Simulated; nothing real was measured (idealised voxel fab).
Documented hereafter: the process module known as voxel capacitor over wiring.
Pictured: cross-section cut, 240 nm wide, on a grid of 5 nm square cells.
Square cells in a grid make up a cross-section in this document, and the grid is given as bands, listed from the top down, each one or more rows of cells.
Band: top height; bottom height; in nm. Then, left to right: material with width in nm, for each material. "edge to edge": a single material spanning edge to edge. "air": empty space.
Convention: height 0 is the level below which the wafer, as received, is all one material. The lowest band does not terminate at the bottom but continues downward, represented as "0..down".
You'd read "30 to 40" like this: the band's top row of cells is as wide as the first number, its bottom row is as wide as the second, and going down, every row changes width by the same amount as the row before did.
"all unchanged" (step): cross-section cells unchanged, all of them.
"Enclosed void entries" - sealed voids, min. 8 cells, no opening to top; format: width x height at distance (distance from left edge; nm throughout).
Heads up: the bit after the settings on a step's line is the simulator's remark on that step.
A step's line can hold "overlay nm"; with a mask on that step, the setting says how far right of the planned place the mask lay, while a negative setting says it lay to the left.
Before/after cross-section pairs, one process step each; after shown to lowest changed band; step and settings beneath. Pairs may be from different runs of this module on the same starting wafer; a pair continues from the one above only where its "before" entry says so.

[before]
    105..90  80 resist; 15 air; 145 resist
    90..85  SiO2 edge to edge
    85..80  Al2O3 edge to edge
    80..75  TiN edge to edge
    75..70  Al2O3 edge to edge
    70..65  TiN edge to edge
    65..50  70 SiO2; 5 TiN; 5 Ru; 5 TiN; 155 SiO2
    50..45  70 SiCN; 15 TiN; 155 SiCN
    45..20  55 lowk; 5 SiN; 25 W; 5 SiN; 55 lowk; 5 SiN; 25 W; 5 SiN; 60 lowk
    20..15  60 SiN; 25 TiN; 65 SiN; 25 TiN; 65 SiN
    15..0  SiO2 edge to edge
    0..down  Si edge to edge
    Enclosed void entries: none

[After the Step]
    105..90  80 resist; 15 air; 145 resist
    90..85  80 SiO2; 15 air; 145 SiO2
    All layers under 85 are left as they were.
    Enclosed void entries: none
What process step lies between the two cross-sections above? DIRECTIONAL_ETCH, etch materials SiO2, depth nm 10

before: For the state before this step, see the after cross-section of the pair located directly above.

[After the Step]
    90..85  80 SiO2; 15 air; 145 SiO2
    All layers under 85 are left as they were.
    Enclosed void entries: none
What process step lies between the two cross-sections above? STRIP, etch materials resist

before: For the state before this step, see the after cross-section of the pair located directly above.

[After the Step]
    95..90  85 TiN; 5 air; 150 TiN
    90..85  80 SiO2; 15 TiN; 145 SiO2
    All layers under 85 are left as they were.
    Enclosed void entries: none
What process step lies between the two cross-sections above? CONFORMAL_DEP, material TiN, thk nm 5

before: For the state before this step, see the after cross-section of the pair located directly above.

[After the Step]
    100..95  Ru edge to edge
    95..90  85 TiN; 5 Ru; 150 TiN
    All layers under 90 are left as they were.
    Enclosed void entries: none
What process step lies between the two cross-sections above? FILL_DEP, material Ru, thk nm 5

before: For the state before this step, see the after cross-section of the pair located directly above.

[After the Step]
    90..85  80 SiO2; 15 TiN; 145 SiO2
    All layers under 85 are left as they were.
    Enclosed void entries: none
What process step lies between the two cross-sections above? CMP, height nm 90

before: For the state before this step, see the after cross-section of the pair located directly above.

[After the Step]
    95..90  SiN edge to edge
    All layers under 90 are left as they were.
    Enclosed void entries: none
What process step lies between the two cross-sections above? CONFORMAL_DEP, material SiN, thk nm 5

[before]
    90..80  aC edge to edge
    80..75  TiN edge to edge
    75..70  Al2O3 edge to edge
    70..65  TiN edge to edge
    65..50  70 SiO2; 5 TiN; 5 Ru; 5 TiN; 155 SiO2
    50..45  70 SiCN; 15 TiN; 155 SiCN
    45..20  55 lowk; 5 SiN; 25 W; 5 SiN; 55 lowk; 5 SiN; 25 W; 5 SiN; 60 lowk
    20..15  60 SiN; 25 TiN; 65 SiN; 25 TiN; 65 SiN
    15..0  SiO2 edge to edge
    0..down  Si edge to edge
    Enclosed void entries: none

[After the Step]
    115..90  70 resist; 70 air; 100 resist
    All layers under 90 are left as they were.
    Enclosed void entries: none
What process step lies between the two cross-sections above? PATTERN, tone open, mask id UPPER_PLATE, material resist, width nm 70, thk nm 25, overlay nm 0

before: For the state before this step, see the after cross-section of the pair located directly above.

[After the Step]
    105..90  70 resist; 70 air; 100 resist
    90..80  70 aC; 70 air; 100 aC
    All layers under 80 are left as they were.
    Enclosed void entries: none
What process step lies between the two cross-sections above? DIRECTIONAL_ETCH, etch materials aC, depth nm 10

before: For the state before this step, see the after cross-section of the pair located directly above.

[After the Step]
    90..80  70 aC; 70 air; 100 aC
    All layers under 80 are left as they were.
    Enclosed void entries: none
What process step lies between the two cross-sections above? STRIP, etch materials resist

before: For the state before this step, see the after cross-section of the pair located directly above.

[After the Step]
    90..80  70 aC; 70 air; 100 aC
    80..75  70 TiN; 70 air; 100 TiN
    All layers under 75 are left as they were.
    Enclosed void entries: none
What process step lies between the two cross-sections above? DIRECTIONAL_ETCH, etch materials TiN, depth nm 5

before: For the state before this step, see the after cross-section of the pair located directly above.

[After the Step]
    90..80  70 aC; 70 air; 100 aC
    80..75  70 TiN; 70 air; 100 TiN
    75..70  70 Al2O3; 70 air; 100 Al2O3
    All layers under 70 are left as they were.
    Enclosed void entries: none
What process step lies between the two cross-sections above? DIRECTIONAL_ETCH, etch materials Al2O3, depth nm 5

before: For the state before this step, see the after cross-section of the pair located directly above.

[After the Step]
    80..75  70 TiN; 70 air; 100 TiN
    All layers under 75 are left as they were.
    Enclosed void entries: none
What process step lies between the two cross-sections above? STRIP, etch materials aC

before: For the state before this step, see the after cross-section of the pair located directly above.

[After the Step]
    95..80  65 air; 80 resist; 95 air
    80..75  70 TiN; 70 resist; 100 TiN
    75..70  70 Al2O3; 70 resist; 100 Al2O3
    All layers under 70 are left as they were.
    Enclosed void entries: none
What process step lies between the two cross-sections above? PATTERN, tone cover, mask id LOWER_PLATE, material resist, width nm 80, thk nm 15, overlay nm 0

before: For the state before this step, see the after cross-section of the pair located directly above.

[After the Step]
    95..80  65 air; 80 resist; 95 air
    80..75  65 air; 5 TiN; 70 resist; 5 TiN; 95 air
    All layers under 75 are left as they were.
    Enclosed void entries: none
What process step lies between the two cross-sections above? DIRECTIONAL_ETCH, etch materials TiN, depth nm 5

before: For the state before this step, see the after cross-section of the pair located directly above.

[After the Step]
    80..75  65 air; 5 TiN; 70 air; 5 TiN; 95 air
    75..70  70 Al2O3; 70 air; 100 Al2O3
    All layers under 70 are left as they were.
    Enclosed void entries: none
What process step lies between the two cross-sections above? STRIP, etch materials resist

before: For the state before this step, see the after cross-section of the pair located directly above.

[After the Step]
    95..80  SiO2 edge to edge
    80..75  65 SiO2; 5 TiN; 70 SiO2; 5 TiN; 95 SiO2
    75..70  70 Al2O3; 70 SiO2; 100 Al2O3
    All layers under 70 are left as they were.
    Enclosed void entries: none
What process step lies between the two cross-sections above? FILL_DEP, material SiO2, thk nm 15

before: For the state before this step, see the after cross-section of the pair located directly above.

[After the Step]
    90..80  SiO2 edge to edge
    All layers under 80 are left as they were.
    Enclosed void entries: none
What process step lies between the two cross-sections above? CMP, height nm 90

before: For the state before this step, see the after cross-section of the pair located directly above.

[After the Step]
    105..90  80 resist; 15 air; 145 resist
    All layers under 90 are left as they were.
    Enclosed void entries: none
What process step lies between the two cross-sections above? PATTERN, tone open, mask id PLUG_2, material resist, width nm 15, thk nm 15, overlay nm 0

before: For the state before this step, see the after cross-section of the pair located directly above.

[After the Step]
    105..90  80 resist; 15 air; 145 resist
    90..80  80 SiO2; 15 air; 145 SiO2
    All layers under 80 are left as they were.
    Enclosed void entries: none
What process step lies between the two cross-sections above? DIRECTIONAL_ETCH, etch materials SiO2, depth nm 10

before: For the state before this step, see the after cross-section of the pair located directly above.

[After the Step]
    90..80  80 SiO2; 15 air; 145 SiO2
    All layers under 80 are left as they were.
    Enclosed void entries: none
What process step lies between the two cross-sections above? STRIP, etch materials resist

before: For the state before this step, see the after cross-section of the pair located directly above.

[After the Step]
    95..90  85 TiN; 5 air; 150 TiN
    90..85  80 SiO2; 5 TiN; 5 air; 5 TiN; 145 SiO2
    85..80  80 SiO2; 15 TiN; 145 SiO2
    All layers under 80 are left as they were.
    Enclosed void entries: none
What process step lies between the two cross-sections above? CONFORMAL_DEP, material TiN, thk nm 5

before: For the state before this step, see the after cross-section of the pair located directly above.

[After the Step]
    100..95  Ru edge to edge
    95..90  85 TiN; 5 Ru; 150 TiN
    90..85  80 SiO2; 5 TiN; 5 Ru; 5 TiN; 145 SiO2
    All layers under 85 are left as they were.
    Enclosed void entries: none
What process step lies between the two cross-sections above? FILL_DEP, material Ru, thk nm 5

before: For the state before this step, see the after cross-section of the pair located directly above.

[After the Step]
    90..85  80 SiO2; 5 TiN; 5 Ru; 5 TiN; 145 SiO2
    All layers under 85 are left as they were.
    Enclosed void entries: none
What process step lies between the two cross-sections above? CMP, height nm 90

before: For the state before this step, see the after cross-section of the pair located directly above.

[After the Step]
    95..90  SiN edge to edge
    All layers under 90 are left as they were.
    Enclosed void entries: none
What process step lies between the two cross-sections above? CONFORMAL_DEP, material SiN, thk nm 5
